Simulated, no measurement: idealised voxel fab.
Proc. module: voxel local oxidation
Section cut is 210 nm wide and gridded with 5 nm square cells.
Just so we're on the same page, the cross-sections are grids of square cells, and they're listed out in bands top to bottom, each band one or more rows deep.
First you get the band's top height and its bottom height, in nm, and then the materials it's made of, left to right, with each width in nm. If you see a single material with "throughout", that one covers the band edge to edge. "air" is empty space.
Height reference: 0 = level under which incoming wafer is all one material. Lowest band: no bottom, runs on downward, e.g. "0 -> down".
Per-row width for "30->40": begins at first number (top row of band), ends at second number (bottom row), increment between rows held constant.
"remained unchanged" for a step: no cell of the cross-section changed in that step.
Enclosed empty spaces: empty space of 8 cells or more with no open way to the top, each as width x height at its distance from the left edge, in nm
Heads up: the bit after the settings on a step's line is the simulator's remark on that step.
On any step carrying a mask, the "overlay nm" setting, if present on the step's line, tells how far right of its planned place the mask lay; negative values point to the left.

# The steps planned for the process are as follows
- 1: RECEIVE with material Si
- 2: OXIDIZE with depth nm 5
- 3: CONFORMAL_DEP with material SiN, thk nm 15
- 4: MASKED_ETCH with tone cover, mask id ACTIVE, width nm 95, etch materials SiN, depth nm 15, overlay nm 0
- 5: SELECTIVE_ETCH with etch materials SiO2, depth nm 5
- 6: OXIDIZE with depth nm 15
- 7: STRIP with etch materials SiN
Every wafer here starts from the same state; it is the step 2 depth nm that distinguishes them, and the value the plan gives belongs to the first wafer.

# First of several wafers, received after step 1, in cross-section
    0 -> down = Si throughout
    Enclosed empty spaces: none

# Per wafer (row), end of module: delta in cells per material since receipt, (+) for gained, (-) for lost; closed voids after that
depth nm 5 | -135 Si | +110 SiO2 | Enclosed empty spaces: none
depth nm 10 | -84 Si | +59 SiO2 | Enclosed empty spaces: none
depth nm 15 | -126 Si | +101 SiO2 | Enclosed empty spaces: none
depth nm 20 | -168 Si | +143 SiO2 | Enclosed empty spaces: none
